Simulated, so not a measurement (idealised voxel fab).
Presented below is a process module, voxel quadruple lines.
It is cross-section cut that appears here, measuring 290 nm in width, its square cells being 5 nm in size.
Format of a cross-section: grid, square cells. Given as bands. Order: top down. Band: one or more rows of cells. Within each band entry, the heights of the top and of the bottom of the band appear first, in that order and in nm; the materials of the band then follow from left to right, each with its corresponding width in nm. The designation "all across" on a single material indicates that it fills the band from edge to edge; the designation "blank" indicates empty space. Convention: height 0 is the level below which the wafer, as received, is all one material. The lowest band does not terminate at the bottom but continues downward, represented as "z 0 and below". With a width like "30..40", each row of cells in the band differs from the next by the same amount, the top row carrying the first number and the bottom row the second. When a step is marked "remained the same", none of the cells in the cross-section changed during that step. Empty spaces without an open route to the top, at least 8 cells in extent, make up the entry "Fully closed voids"; each is given as width x height at distance, where the distance is measured from the left edge, and all are in nm. Formally, on a step line, whatever follows the settings is a remark that the simulator itself makes on the step. The "overlay nm" setting may appear on a step's line; for a step that uses a mask, it gives how far to the right of its planned position the mask lay, and a negative value indicates the left.

SO HERE'S THE LINEUP OF PROCESS STEPS WE PLANNED
step 1: RECEIVE with material Si
step 2: CONFORMAL_DEP with material Al2O3, thk nm 10
step 3: DIRECTIONAL_DEP with material Ru, thk nm 15
step 4: DIRECTIONAL_DEP with material polySi, thk nm 20
step 5: DIRECTIONAL_DEP with material aC, thk nm 20
step 6: PATTERN with tone cover, mask id MANDREL, material resist, width nm 25, thk nm 30, overlay nm 0
step 7: DIRECTIONAL_ETCH with etch materials aC, depth nm 20
step 8: STRIP with etch materials resist
step 9: CONFORMAL_DEP with material SiO2, thk nm 15
step 10: DIRECTIONAL_ETCH with etch materials SiO2, depth nm 15
step 11: STRIP with etch materials aC
step 12: DIRECTIONAL_ETCH with etch materials polySi, depth nm 20
step 13: STRIP with etch materials SiO2
step 14: CONFORMAL_DEP with material SiN, thk nm 5
step 15: DIRECTIONAL_ETCH with etch materials SiN, depth nm 5
step 16: STRIP with etch materials polySi
step 17: DIRECTIONAL_ETCH with etch materials Ru, depth nm 15
step 18: STRIP with etch materials SiN
step 19: FILL_DEP with material lowk, thk nm 5
step 20: CMP with height nm 25

WAFER AS RECEIVED: CROSS-SECTION FOLLOWING STEP 1
- z 0 and below = Si all across
- Fully closed voids: none

THE FIRST OF TWO WAFERS, CROSS-SECTIONED AT THE END OF THE MODULE, WITH THE RUN PROCEEDING AS PLANNED
- z 25 to 10 = lowk (110)  Ru (5)  lowk (15)  Ru (5)  lowk (15)  Ru (5)  lowk (15)  Ru (5)  lowk (115)
- z 10 to 0 = Al2O3 all across
- z 0 and below = Si all across
- Fully closed voids: none

WAFER TWO, SECTIONED AFTER THE MODULE: THE FIRST WAFER'S START, THE FIRST WAFER'S PLAN, AND ONE MISTAKE IN HOW IT WAS RUN
- z 25 to 15 = Al2O3 all across
- z 15 to 0 = Ru all across
- z 0 and below = Si all across
- Fully closed voids: none
The mistake made against the process plan was this: order of steps 2 and 3 inverted relative to the plan
FYI, end of process, the second wafer has more or fewer cells of some materials than the first: Ru +162; lowk -162
